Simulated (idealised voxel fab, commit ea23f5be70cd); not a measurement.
Name of the process module below: voxel trench capacitor
Cross-sectional view cut (width: 195 nm; square cell size: 5 nm).
Throughout this document, each cross-section is represented as a grid of square cells and is presented as a sequence of bands enumerated from the top downward, where a band comprises one or more rows of cells.
Each band's line starts with the height of the band's top and of its bottom, in nm. Then come its materials from left to right, each with its width in nm. One material with "edge to edge" fills the band from edge to edge. "air" is empty space.
Zero point of the height axis is 0; under it, received wafer = one material. Lowest band: continues down indefinitely, "0 down".
When a width is written as two numbers, as in "30->40", the first number is the width in the top row of cells of the band and the second is the width in its bottom row, and the width changes by the same amount from each row to the next.
The designation "nothing got changed", where it is given for a processing step, indicates that no cell of the cross-section was altered in the course of that step.
Any empty space of 8 cells or more lacking an open way to the top shows up in "Closed void entries" as width x height at distance, distance from the left edge, in nm.
It should be noted that, on the line of a given step, the content following the step's settings is a remark produced by the simulator itself with respect to that step.
If you see "overlay nm" on a step's line and that step has a mask, it's telling you how far right of where it was planned the mask ended up; a negative number means it went left instead.

BELOW IS THE LIST OF PLANNED PROCESS STEPS
1: RECEIVE: material Si
2: CONFORMAL_DEP: material SiN, thk nm 5
3: DIRECTIONAL_DEP: material aC, thk nm 15
4: PATTERN: tone open, mask id TRENCH, material resist, width nm 25, pitch nm 50, thk nm 30, overlay nm 0
5: DIRECTIONAL_ETCH: etch materials aC, depth nm 15
6: STRIP: etch materials resist
7: DIRECTIONAL_ETCH: etch materials SiN, depth nm 5
8: DIRECTIONAL_ETCH: etch materials Si, depth nm 40
9: STRIP: etch materials aC
10: CONFORMAL_DEP: material Al2O3, thk nm 5
11: CONFORMAL_DEP: material TiN, thk nm 5
12: FILL_DEP: material W, thk nm 10
13: CMP: height nm 5

RECEIVED-STATE CROSS-SECTION, REFLECTING COMPLETION OF STEP 1
  0 down | Si edge to edge
  Closed void entries: none

WAFER CROSS-SECTION AT END OF MODULE: START AND PLAN AS SHOWN ABOVE, ONE EXECUTION ERROR
  5 to 0 | W edge to edge
  0 down | Si edge to edge
  Closed void entries: none
Deviation noted in wafer processing: step 2 was not run as planned; what actually ran was CONFORMAL_DEP: material W, thk nm 5
